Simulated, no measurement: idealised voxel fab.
The following is a process module called voxel ribs on slabs.
The cross-section on display is named cut; it measures 175 nm wide, and its cells are 5 nm squares.
Cross-section layout: square cells on a grid; listed as bands, top to bottom; a band spans one or more cell rows. This entry defines a band. It first specifies the height of the band's top and the height of its bottom in nm, and then specifies the band's materials from left to right, stating each material with its width in nm. The word "throughout" identifies a single material that fills the band from edge to edge, while the word "empty" identifies empty space. Height reference: 0 = level under which incoming wafer is all one material. Lowest band: no bottom, runs on downward, e.g. "0 and below". A width such as "30->40" changes by the same amount from each row of cells to the next, from the band's top row to its bottom row. Any step labelled "all unchanged" changed none of the cells in the cross-section. You'll see "Voids lacking openings" listing empty spaces that have no way open to the top, as long as they're 8 cells or more; the notation is width x height at distance, where the distance is from the left edge, and all of it is in nm. The remark found on a step's line after its settings is issued by the simulator itself and pertains to that step. overlay nm: mask offset rightward from planned place, masked step; negative means leftward offset.
SO HERE'S THE LINEUP OF PROCESS STEPS WE PLANNED
1. RECEIVE (material Si)
2. DIRECTIONAL_DEP (material SiO2; thk nm 30)
3. DIRECTIONAL_DEP (material SiN; thk nm 20)
4. MASKED_ETCH (tone cover; mask id RIB; width nm 25; etch materials SiN; depth nm 5; overlay nm 0)
5. PATTERN (tone cover; mask id SLAB; material resist; width nm 85; thk nm 15; overlay nm 0)
6. DIRECTIONAL_ETCH (etch materials SiN; depth nm 15)
7. STRIP (etch materials resist)
8. FILL_DEP (material SiO2; thk nm 20)
9. CMP (height nm 60)
10. DIRECTIONAL_DEP (material W; thk nm 5)
11. DIRECTIONAL_DEP (material aC; thk nm 10)
12. PATTERN (tone cover; mask id HEATER; material resist; width nm 35; thk nm 30; overlay nm 0)
13. DIRECTIONAL_ETCH (etch materials aC; depth nm 10)
14. STRIP (etch materials resist)
15. DIRECTIONAL_ETCH (etch materials W; depth nm 5)
16. STRIP (etch materials aC)
17. CONFORMAL_DEP (material SiN; thk nm 5)
AS-RECEIVED STATE OF THE WAFER IN CROSS-SECTION, EQUIVALENT TO POST-STEP 1
0 and below | Si throughout
Voids lacking openings: none
CROSS-SECTION TAKEN AT MODULE COMPLETION ON THE FIRST OF TWO WAFERS; PROCESSED PER THE PLAN
70 down to 65 | empty 65 nm | SiN 45 nm | empty 65 nm
65 down to 60 | SiN 70 nm | W 35 nm | SiN 70 nm
60 down to 50 | SiO2 throughout
50 down to 45 | SiO2 75 nm | SiN 25 nm | SiO2 75 nm
45 down to 30 | SiO2 45 nm | SiN 85 nm | SiO2 45 nm
30 down to 0 | SiO2 throughout
0 and below | Si throughout
Voids lacking openings: none
SECOND WAFER THROUGH THE MODULE, SECTIONED AT THE END: SAME BEGINNING AND SAME PLAN AS THE FIRST WAFER, WITH ONE MISTAKE IN CARRYING IT OUT
70 down to 65 | empty 65 nm | SiN 45 nm | empty 65 nm
65 down to 60 | SiN 70 nm | W 35 nm | SiN 70 nm
60 down to 50 | SiO2 45 nm | SiN 85 nm | SiO2 45 nm
50 down to 30 | SiN throughout
30 down to 0 | SiO2 throughout
0 and below | Si throughout
Voids lacking openings: none
The mistake made against the process plan was this: heads up, step 3 of the plan got done twice
It is noted that, at the conclusion of processing, the second wafer exhibits a higher or lower cell count for certain materials relative to the first: SiN: 118 more; SiO2: 118 fewer
